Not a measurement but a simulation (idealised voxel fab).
process module | voxel capacitor over wiring
cross-section cut | 295 nm wide | cells 5 nm
A cross-section is a grid of square cells, given in bands from the top down. A band is one or more rows of cells.
Each band's line starts with the height of the band's top and of its bottom, in nm. Then come its materials from left to right, each with its width in nm. One material with "throughout" fills the band from edge to edge. "air" is empty space.
Height 0 is the level under which the wafer as received is all one material. The lowest band goes on downwards, as in "0 down".
A width such as "30 to 40" changes by the same amount from each row of cells to the next, from the band's top row to its bottom row.
"no change" after a step means that no cell of the cross-section changed.
closed voids: empty space of 8 cells or more with no open way to the top, each as width x height at its distance from the left edge, in nm
after a step's settings: what the simulator itself notes on the step
overlay nm, on a step with a mask: how far to the right of its planned place the mask lay; to the left if negative
plan
1 op RECEIVE | material Si
2 op CONFORMAL_DEP | material SiO2 | thk nm 15
3 op DIRECTIONAL_DEP | material TiN | thk nm 5
4 op DIRECTIONAL_DEP | material W | thk nm 25
5 op MASKED_ETCH | tone cover | mask id METAL_1 | width nm 25 | pitch nm 90 | etch materials W | depth nm 25 | overlay nm 0
6 op MASKED_ETCH | tone cover | mask id METAL_1 | width nm 25 | pitch nm 90 | etch materials TiN | depth nm 5 | overlay nm 0
7 op FILL_DEP | material SiO2 | thk nm 5
8 op CMP | height nm 45
9 op CONFORMAL_DEP | material SiCN | thk nm 5
10 op DIRECTIONAL_DEP | material SiO2 | thk nm 10
11 op PATTERN | tone open | mask id PLUG_1 | material resist | width nm 15 | thk nm 15 | overlay nm 0
12 op DIRECTIONAL_ETCH | etch materials SiO2 | depth nm 10
13 op DIRECTIONAL_ETCH | etch materials SiCN | depth nm 5
14 op STRIP | etch materials resist
15 op EPI | material Ru | thk nm 10
16 op EPI | material Ru | thk nm 5
17 op DIRECTIONAL_DEP | material TiN | thk nm 5
18 op DIRECTIONAL_DEP | material Al2O3 | thk nm 5
19 op DIRECTIONAL_DEP | material TiN | thk nm 10
20 op PATTERN | tone cover | mask id UPPER_PLATE | material resist | width nm 70 | thk nm 15 | overlay nm 0
21 op DIRECTIONAL_ETCH | etch materials TiN | depth nm 10
22 op DIRECTIONAL_ETCH | etch materials Al2O3 | depth nm 5
23 op STRIP | etch materials resist
24 op MASKED_ETCH | tone cover | mask id LOWER_PLATE | width nm 80 | etch materials TiN | depth nm 5 | overlay nm 0
25 op FILL_DEP | material SiO2 | thk nm 20
26 op CMP | height nm 95
27 op PATTERN | tone open | mask id PLUG_2 | material resist | width nm 15 | thk nm 15 | overlay nm 0
28 op DIRECTIONAL_ETCH | etch materials SiO2 | depth nm 15
29 op STRIP | etch materials resist
30 op CONFORMAL_DEP | material TiN | thk nm 5
31 op FILL_DEP | material Cu | thk nm 10
32 op CMP | height nm 95
33 op CONFORMAL_DEP | material SiCN | thk nm 5
as received, after step 1
  0 down: Si throughout
  closed voids: none
first wafer at the end, as planned
  100 to 95: SiCN throughout
  95 to 85: SiO2 110 | TiN 5 | Cu 5 | TiN 5 | SiO2 170
  85 to 80: SiO2 110 | TiN 15 | SiO2 170
  80 to 70: SiO2 100 | TiN 70 | SiO2 125
  70 to 65: SiO2 100 | Al2O3 70 | SiO2 125
  65 to 60: SiO2 95 | TiN 80 | SiO2 120
  60 to 50: SiO2 100 | Ru 15 | SiO2 180
  50 to 45: SiCN 100 | Ru 15 | SiCN 180
  45 to 20: SiO2 90 | W 25 | SiO2 65 | W 25 | SiO2 90
  20 to 15: SiO2 90 | TiN 25 | SiO2 65 | TiN 25 | SiO2 90
  15 to 0: SiO2 throughout
  0 down: Si throughout
  closed voids: none
second wafer at the end: like start, like plan, one mistake
  100 to 95: SiCN throughout
  95 to 85: SiO2 110 | TiN 5 | Cu 5 | TiN 5 | SiO2 170
  85 to 80: SiO2 110 | TiN 15 | SiO2 170
  80 to 70: SiO2 100 | TiN 70 | SiO2 125
  70 to 65: SiO2 100 | Al2O3 70 | SiO2 125
  65 to 60: SiO2 95 | TiN 80 | SiO2 120
  60 to 50: SiO2 100 | Ru 15 | SiO2 180
  50 to 45: SiCN 100 | Ru 15 | SiCN 180
  45 to 20: SiO2 90 | W 25 | SiO2 65 | W 25 | SiO2 90
  20 to 15: SiO2 85 | TiN 35 | SiO2 55 | TiN 35 | SiO2 85
  15 to 0: SiO2 throughout
  0 down: Si throughout
  closed voids: none
what went wrong: step 6 ran as: op MASKED_ETCH | tone cover | mask id METAL_1 | width nm 35 | pitch nm 90 | etch materials TiN | depth nm 5 | overlay nm 0
at the end the second wafer has, in cells: 4 fewer of SiO2 | 4 more of TiN
